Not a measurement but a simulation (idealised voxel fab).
A process module follows: voxel double patterning.
Square cells of 5 nm make up the cross-section cut, whose width is 250 nm.
Cross-section, as written here: a square-cell grid given band by band from the top down, where a band holds one or more rows of cells.
Heads up on the band format: heights come first, top then bottom, in nm. After that it's the materials left to right, each with its width in nm. A single material flagged "edge to edge" fills the whole band edge to edge, and "air" means there's empty space there.
For the purposes of this specification, 0 denotes the height below which the wafer in its as-received condition is composed wholly of one material, and the lowermost band, lacking a lower limit, extends downward without end, as expressed in "top 0, no bottom".
A two-number width, for instance "30..40", indicates that the width is equal to the first number in the top row of the band and to the second number in the bottom row, and that it changes by a constant amount per row of cells.
Reading "all unchanged" for a step: not a cell of the cross-section changed in it.
In the "Enclosed cavities" entry, you get each enclosed empty space of 8 cells or more, one with no open way to the top, written width x height at distance, distance from the left edge, in nm.
Whatever follows a step's settings on its line is a remark the simulator itself makes about that step.
overlay nm: right-of-plan distance of the mask on a masked step; negative values mean left-of-plan.
[List of planned process steps]
1 RECEIVE,material Si
2 CONFORMAL_DEP,material SiN,thk nm 5
3 DIRECTIONAL_DEP,material SiO2,thk nm 20
4 DIRECTIONAL_DEP,material SiCN,thk nm 10
5 DIRECTIONAL_DEP,material aC,thk nm 15
6 PATTERN,tone open,mask id FIRST,material resist,width nm 15,pitch nm 50,thk nm 35,overlay nm 0
7 DIRECTIONAL_ETCH,etch materials aC,depth nm 15
8 STRIP,etch materials resist
9 DIRECTIONAL_ETCH,etch materials SiCN,depth nm 10
10 STRIP,etch materials aC
11 MASKED_ETCH,tone open,mask id SECOND,width nm 15,etch materials SiCN,depth nm 10,overlay nm 0
12 DIRECTIONAL_ETCH,etch materials SiO2,depth nm 20
13 STRIP,etch materials SiCN
[Cross-section: wafer on arrival = after step 1]
  top 0, no bottom = Si edge to edge
  Enclosed cavities: none
[First of two wafers, end-of-module section, run followed plan]
  top 25, bottom 5 = SiO2 90 / air 15 / SiO2 10 / air 15 / SiO2 10 / air 15 / SiO2 95
  top 5, bottom 0 = SiN edge to edge
  top 0, no bottom = Si edge to edge
  Enclosed cavities: none
[Wafer two cross-section, module end. Start and plan unchanged from wafer one; one mistake made during the run]
  top 25, bottom 5 = air 90 / SiO2 15 / air 35 / SiO2 15 / air 95
  top 5, bottom 0 = SiN edge to edge
  top 0, no bottom = Si edge to edge
  Enclosed cavities: none
Plan not followed: step 6 was run on a setting that differed from the plan, and what really ran there is PATTERN,tone cover,mask id FIRST,material resist,width nm 15,pitch nm 50,thk nm 35,overlay nm 0
Cell-count delta at end, second wafer over first, by material: SiO2 -140
